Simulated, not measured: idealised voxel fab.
Title: Process Module voxel transistor to metal
This is section cut - it's 165 nm across, gridded in 5 nm square cells.
Throughout this document, each cross-section is represented as a grid of square cells and is presented as a sequence of bands enumerated from the top downward, where a band comprises one or more rows of cells. Quick guide to a band line: top height, bottom height (nm) up front; then every material left to right with its width in nm. Only one material and it's marked "throughout"? Then it fills the band edge to edge. And "air" just means empty space. All heights in this document are referenced to 0, defined as the level beneath which the wafer, as received, consists entirely of one material. The lowest band is not bounded below; it extends indefinitely downward and is written in the form "0..down". Graded width ("30..40"): value in top row of band = first number; value in bottom row = second number; row-to-row change constant. Key: "no alteration" - step with no changed cell in the cross-section. Entry "Sealed-off cavities" = empty spaces >= 8 cells with no open way to the top; each as width x height at distance, distance from left edge, all nm. If you see something after the settings on a step's line, that's the simulator's own remark about that step. overlay nm: step with mask; distance mask lay right of planned place; negative value = left of planned place.
The process steps that were planned are listed below:
1 RECEIVE, material Si
2 CONFORMAL_DEP, material SiO2, thk nm 5
3 CONFORMAL_DEP, material SiN, thk nm 10
4 MASKED_ETCH, tone cover, mask id ACTIVE, width nm 110, etch materials SiN, depth nm 10, overlay nm 0
5 MASKED_ETCH, tone cover, mask id ACTIVE, width nm 110, etch materials SiO2, depth nm 5, overlay nm 0
6 MASKED_ETCH, tone cover, mask id ACTIVE, width nm 110, etch materials Si, depth nm 35, overlay nm 0
7 FILL_DEP, material SiO2, thk nm 15
8 CMP, height nm 15
9 SELECTIVE_ETCH, etch materials SiO2, depth nm 10
10 STRIP, etch materials SiN
11 SELECTIVE_ETCH, etch materials SiO2, depth nm 5
12 OXIDIZE, depth nm 5
13 DIRECTIONAL_DEP, material polySi, thk nm 25
14 DIRECTIONAL_DEP, material SiCN, thk nm 10
15 DIRECTIONAL_DEP, material aC, thk nm 15
16 PATTERN, tone cover, mask id GATE, material resist, width nm 20, thk nm 30, overlay nm 0
17 DIRECTIONAL_ETCH, etch materials aC, depth nm 15
18 STRIP, etch materials resist
19 DIRECTIONAL_ETCH, etch materials SiCN, depth nm 20
20 DIRECTIONAL_ETCH, etch materials polySi, depth nm 35
21 STRIP, etch materials aC
22 CONFORMAL_DEP, material SiO2, thk nm 5
23 DIRECTIONAL_ETCH, etch materials SiO2, depth nm 5
24 CONFORMAL_DEP, material SiN, thk nm 5
25 DIRECTIONAL_ETCH, etch materials SiN, depth nm 5
26 DIRECTIONAL_ETCH, etch materials SiO2, depth nm 5
27 DIRECTIONAL_ETCH, etch materials Si, depth nm 10
28 EPI, material nSi, thk nm 15
29 FILL_DEP, material SiO2, thk nm 5
30 CMP, height nm 35
31 DIRECTIONAL_DEP, material SiO2, thk nm 10
32 PATTERN, tone open, mask id CONTACT, material resist, width nm 35, pitch nm 65, thk nm 20, overlay nm 0
33 DIRECTIONAL_ETCH, etch materials SiO2, depth nm 45
34 STRIP, etch materials resist
35 CONFORMAL_DEP, material TiN, thk nm 5
36 FILL_DEP, material Ru, thk nm 10
37 CMP, height nm 45
38 CONFORMAL_DEP, material SiN, thk nm 5
39 DIRECTIONAL_DEP, material lowk, thk nm 20
40 PATTERN, tone open, mask id METAL_1, material resist, width nm 20, pitch nm 80, thk nm 15, overlay nm 0
41 DIRECTIONAL_ETCH, etch materials lowk, depth nm 20
42 DIRECTIONAL_ETCH, etch materials SiN, depth nm 5
43 STRIP, etch materials resist
44 CONFORMAL_DEP, material TiN, thk nm 5
45 FILL_DEP, material W, thk nm 5
46 CMP, height nm 70
47 CONFORMAL_DEP, material SiCN, thk nm 5
First of two wafers, processed according to plan:
Wafer at receipt (post step 1), cross-section:
  0..down  Si throughout
  Sealed-off cavities: none
Cross-section of the wafer after step 2:
  5..0  SiO2 throughout
  Below 0, no change.
Cross-section of the wafer after step 3:
  15..5  SiN throughout
  Below 5, no change.
Cross-section of the wafer after step 4:
  15..5  air: 25  SiN: 110  air: 30
  Below 5, no change.
Cross-section of the wafer after step 5:
  15..5  air: 25  SiN: 110  air: 30
  5..0  air: 25  SiO2: 110  air: 30
  Below 0, no change.
Cross-section of the wafer after step 6:
  15..5  air: 25  SiN: 110  air: 30
  5..0  air: 25  SiO2: 110  air: 30
  0..-35  air: 25  Si: 110  air: 30
  Below -35, no change.
Cross-section of the wafer after step 7:
  30..15  SiO2 throughout
  15..5  SiO2: 25  SiN: 110  SiO2: 30
  5..0  SiO2 throughout
  0..-35  SiO2: 25  Si: 110  SiO2: 30
  Below -35, no change.
Cross-section of the wafer after step 8:
  15..5  SiO2: 25  SiN: 110  SiO2: 30
  Below 5, no change.
Cross-section of the wafer after step 9:
  15..5  air: 25  SiN: 110  air: 30
  Below 5, no change.
Cross-section of the wafer after step 10:
  5..0  SiO2 throughout
  Below 0, no change.
Cross-section of the wafer after step 11:
  0..-35  SiO2: 25  Si: 110  SiO2: 30
  Below -35, no change.
Cross-section of the wafer after step 12:
  0..-5  SiO2 throughout
  Below -5, no change.
Cross-section of the wafer after step 13:
  25..0  polySi throughout
  Below 0, no change.
Cross-section of the wafer after step 14:
  35..25  SiCN throughout
  Below 25, no change.
Cross-section of the wafer after step 15:
  50..35  aC throughout
  Below 35, no change.
Cross-section of the wafer after step 16:
  80..50  air: 70  resist: 20  air: 75
  Below 50, no change.
Cross-section of the wafer after step 17:
  65..50  air: 70  resist: 20  air: 75
  50..35  air: 70  aC: 20  air: 75
  Below 35, no change.
Cross-section of the wafer after step 18:
  50..35  air: 70  aC: 20  air: 75
  Below 35, no change.
Cross-section of the wafer after step 19:
  50..35  air: 70  aC: 20  air: 75
  35..25  air: 70  SiCN: 20  air: 75
  Below 25, no change.
Cross-section of the wafer after step 20:
  50..35  air: 70  aC: 20  air: 75
  35..25  air: 70  SiCN: 20  air: 75
  25..0  air: 70  polySi: 20  air: 75
  Below 0, no change.
Cross-section of the wafer after step 21:
  35..25  air: 70  SiCN: 20  air: 75
  Below 25, no change.
Cross-section of the wafer after step 22:
  40..35  air: 65  SiO2: 30  air: 70
  35..25  air: 65  SiO2: 5  SiCN: 20  SiO2: 5  air: 70
  25..5  air: 65  SiO2: 5  polySi: 20  SiO2: 5  air: 70
  5..0  SiO2: 70  polySi: 20  SiO2: 75
  Below 0, no change.
Cross-section of the wafer after step 23:
  35..25  air: 65  SiO2: 5  SiCN: 20  SiO2: 5  air: 70
  25..0  air: 65  SiO2: 5  polySi: 20  SiO2: 5  air: 70
  Below 0, no change.
Cross-section of the wafer after step 24:
  40..35  air: 60  SiN: 40  air: 65
  35..25  air: 60  SiN: 5  SiO2: 5  SiCN: 20  SiO2: 5  SiN: 5  air: 65
  25..5  air: 60  SiN: 5  SiO2: 5  polySi: 20  SiO2: 5  SiN: 5  air: 65
  5..0  SiN: 65  SiO2: 5  polySi: 20  SiO2: 5  SiN: 70
  Below 0, no change.
Cross-section of the wafer after step 25:
  35..25  air: 60  SiN: 5  SiO2: 5  SiCN: 20  SiO2: 5  SiN: 5  air: 65
  25..0  air: 60  SiN: 5  SiO2: 5  polySi: 20  SiO2: 5  SiN: 5  air: 65
  Below 0, no change.
Cross-section of the wafer after step 26:
  35..30  air: 60  SiN: 5  air: 5  SiCN: 20  air: 5  SiN: 5  air: 65
  30..25  air: 60  SiN: 5  SiO2: 5  SiCN: 20  SiO2: 5  SiN: 5  air: 65
  25..0  air: 60  SiN: 5  SiO2: 5  polySi: 20  SiO2: 5  SiN: 5  air: 65
  0..-5  air: 60  SiO2: 40  air: 65
  Below -5, no change.
Cross-section of the wafer after step 27:
  35..30  air: 60  SiN: 5  air: 5  SiCN: 20  air: 5  SiN: 5  air: 65
  30..25  air: 60  SiN: 5  SiO2: 5  SiCN: 20  SiO2: 5  SiN: 5  air: 65
  25..0  air: 60  SiN: 5  SiO2: 5  polySi: 20  SiO2: 5  SiN: 5  air: 65
  0..-5  air: 60  SiO2: 40  air: 65
  -5..-15  SiO2: 25  air: 35  Si: 40  air: 35  SiO2: 30
  Below -15, no change.
Cross-section of the wafer after step 28:
  35..30  air: 60  SiN: 5  air: 5  SiCN: 20  air: 5  SiN: 5  air: 65
  30..25  air: 60  SiN: 5  SiO2: 5  SiCN: 20  SiO2: 5  SiN: 5  air: 65
  25..10  air: 60  SiN: 5  SiO2: 5  polySi: 20  SiO2: 5  SiN: 5  air: 65
  10..0  air: 45  nSi: 15  SiN: 5  SiO2: 5  polySi: 20  SiO2: 5  SiN: 5  nSi: 15  air: 50
  0..-5  air: 20  nSi: 40  SiO2: 40  nSi: 40  air: 25
  -5..-15  SiO2: 25  nSi: 35  Si: 40  nSi: 35  SiO2: 30
  Below -15, no change.
Cross-section of the wafer after step 29:
  40..35  SiO2 throughout
  35..25  SiO2: 60  SiN: 5  SiO2: 5  SiCN: 20  SiO2: 5  SiN: 5  SiO2: 65
  25..10  SiO2: 60  SiN: 5  SiO2: 5  polySi: 20  SiO2: 5  SiN: 5  SiO2: 65
  10..0  SiO2: 45  nSi: 15  SiN: 5  SiO2: 5  polySi: 20  SiO2: 5  SiN: 5  nSi: 15  SiO2: 50
  0..-5  SiO2: 20  nSi: 40  SiO2: 40  nSi: 40  SiO2: 25
  Below -5, no change.
Cross-section of the wafer after step 30:
  35..25  SiO2: 60  SiN: 5  SiO2: 5  SiCN: 20  SiO2: 5  SiN: 5  SiO2: 65
  Below 25, no change.
Cross-section of the wafer after step 31:
  45..35  SiO2 throughout
  Below 35, no change.
Cross-section of the wafer after step 32:
  65..45  resist: 30  air: 35  resist: 30  air: 35  resist: 35
  Below 45, no change.
Cross-section of the wafer after step 33:
  65..45  resist: 30  air: 35  resist: 30  air: 35  resist: 35
  45..35  SiO2: 30  air: 35  SiO2: 30  air: 35  SiO2: 35
  35..25  SiO2: 30  air: 30  SiN: 5  SiO2: 5  SiCN: 20  SiO2: 5  SiN: 5  air: 30  SiO2: 35
  25..10  SiO2: 30  air: 30  SiN: 5  SiO2: 5  polySi: 20  SiO2: 5  SiN: 5  air: 30  SiO2: 35
  10..0  SiO2: 30  air: 15  nSi: 15  SiN: 5  SiO2: 5  polySi: 20  SiO2: 5  SiN: 5  nSi: 15  air: 15  SiO2: 35
  Below 0, no change.
Cross-section of the wafer after step 34:
  45..35  SiO2: 30  air: 35  SiO2: 30  air: 35  SiO2: 35
  Below 35, no change.
Cross-section of the wafer after step 35:
  50..45  TiN: 35  air: 25  TiN: 40  air: 25  TiN: 40
  45..35  SiO2: 30  TiN: 5  air: 25..20  TiN: 5..10  SiO2: 30  TiN: 5..10  air: 25..20  TiN: 5  SiO2: 35
  35..25  SiO2: 30  TiN: 5  air: 20  TiN: 5  SiN: 5  SiO2: 5  SiCN: 20  SiO2: 5  SiN: 5  TiN: 5  air: 20  TiN: 5  SiO2: 35
  25..15  SiO2: 30  TiN: 5  air: 20  TiN: 5  SiN: 5  SiO2: 5  polySi: 20  SiO2: 5  SiN: 5  TiN: 5  air: 20  TiN: 5  SiO2: 35
  15..10  SiO2: 30  TiN: 5  air: 5  TiN: 20  SiN: 5  SiO2: 5  polySi: 20  SiO2: 5  SiN: 5  TiN: 20  air: 5  TiN: 5  SiO2: 35
  10..5  SiO2: 30  TiN: 5  air: 5  TiN: 5  nSi: 15  SiN: 5  SiO2: 5  polySi: 20  SiO2: 5  SiN: 5  nSi: 15  TiN: 5  air: 5  TiN: 5  SiO2: 35
  5..0  SiO2: 30  TiN: 15  nSi: 15  SiN: 5  SiO2: 5  polySi: 20  SiO2: 5  SiN: 5  nSi: 15  TiN: 15  SiO2: 35
  Below 0, no change.
Cross-section of the wafer after step 36:
  60..50  Ru throughout
  50..45  TiN: 35  Ru: 25  TiN: 40  Ru: 25  TiN: 40
  45..35  SiO2: 30  TiN: 5  Ru: 25..20  TiN: 5..10  SiO2: 30  TiN: 5..10  Ru: 25..20  TiN: 5  SiO2: 35
  35..25  SiO2: 30  TiN: 5  Ru: 20  TiN: 5  SiN: 5  SiO2: 5  SiCN: 20  SiO2: 5  SiN: 5  TiN: 5  Ru: 20  TiN: 5  SiO2: 35
  25..15  SiO2: 30  TiN: 5  Ru: 20  TiN: 5  SiN: 5  SiO2: 5  polySi: 20  SiO2: 5  SiN: 5  TiN: 5  Ru: 20  TiN: 5  SiO2: 35
  15..10  SiO2: 30  TiN: 5  Ru: 5  TiN: 20  SiN: 5  SiO2: 5  polySi: 20  SiO2: 5  SiN: 5  TiN: 20  Ru: 5  TiN: 5  SiO2: 35
  10..5  SiO2: 30  TiN: 5  Ru: 5  TiN: 5  nSi: 15  SiN: 5  SiO2: 5  polySi: 20  SiO2: 5  SiN: 5  nSi: 15  TiN: 5  Ru: 5  TiN: 5  SiO2: 35
  Below 5, no change.
Cross-section of the wafer after step 37:
  45..35  SiO2: 30  TiN: 5  Ru: 25..20  TiN: 5..10  SiO2: 30  TiN: 5..10  Ru: 25..20  TiN: 5  SiO2: 35
  Below 35, no change.
Cross-section of the wafer after step 38:
  50..45  SiN throughout
  Below 45, no change.
Cross-section of the wafer after step 39:
  70..50  lowk throughout
  Below 50, no change.
Cross-section of the wafer after step 40:
  85..70  resist: 30  air: 20  resist: 60  air: 20  resist: 35
  Below 70, no change.
Cross-section of the wafer after step 41:
  85..70  resist: 30  air: 20  resist: 60  air: 20  resist: 35
  70..50  lowk: 30  air: 20  lowk: 60  air: 20  lowk: 35
  Below 50, no change.
Cross-section of the wafer after step 42:
  85..70  resist: 30  air: 20  resist: 60  air: 20  resist: 35
  70..50  lowk: 30  air: 20  lowk: 60  air: 20  lowk: 35
  50..45  SiN: 30  air: 20  SiN: 60  air: 20  SiN: 35
  Below 45, no change.
Cross-section of the wafer after step 43:
  70..50  lowk: 30  air: 20  lowk: 60  air: 20  lowk: 35
  Below 50, no change.
Cross-section of the wafer after step 44:
  75..70  TiN: 35  air: 10  TiN: 70  air: 10  TiN: 40
  70..50  lowk: 30  TiN: 5  air: 10  TiN: 5  lowk: 60  TiN: 5  air: 10  TiN: 5  lowk: 35
  50..45  SiN: 30  TiN: 20  SiN: 60  TiN: 20  SiN: 35
  Below 45, no change.
Cross-section of the wafer after step 45:
  80..75  W throughout
  75..70  TiN: 35  W: 10  TiN: 70  W: 10  TiN: 40
  70..50  lowk: 30  TiN: 5  W: 10  TiN: 5  lowk: 60  TiN: 5  W: 10  TiN: 5  lowk: 35
  Below 50, no change.
Cross-section of the wafer after step 46:
  70..50  lowk: 30  TiN: 5  W: 10  TiN: 5  lowk: 60  TiN: 5  W: 10  TiN: 5  lowk: 35
  Below 50, no change.
Cross-section of the wafer after step 47:
  75..70  SiCN throughout
  Below 70, no change.
Wafer two of two - same starting point, same process plan, one mistake in execution; matches wafer one up to and including step 38:
Cross-sectional view of the second wafer at the intended end time of process step 39:
  70..50  SiO2 throughout
  Below 50, no change.
Cross-sectional view of the second wafer at the intended end time of process step 40:
  85..70  resist: 30  air: 20  resist: 60  air: 20  resist: 35
  Below 70, no change.
Cross-sectional view of the second wafer at the intended end time of process step 41: no alteration
Cross-sectional view of the second wafer at the intended end time of process step 42: no alteration
Cross-sectional view of the second wafer at the intended end time of process step 43:
  70..50  SiO2 throughout
  Below 50, no change.
Cross-sectional view of the second wafer at the intended end time of process step 44:
  75..70  TiN throughout
  Below 70, no change.
Cross-sectional view of the second wafer at the intended end time of process step 45:
  80..75  W throughout
  Below 75, no change.
Cross-sectional view of the second wafer at the intended end time of process step 46:
  70..50  SiO2 throughout
  Below 50, no change.
Cross-sectional view of the second wafer at the intended end time of process step 47:
  75..70  SiCN throughout
  Below 70, no change.
Here's what went sideways: off-plan run, step 39, actual operation and settings DIRECTIONAL_DEP, material SiO2, thk nm 20
It is noted that, at the conclusion of processing, the second wafer exhibits a higher or lower cell count for certain materials relative to the first: SiN +8 | SiO2 +132 | TiN -24 | W -16 | lowk -100
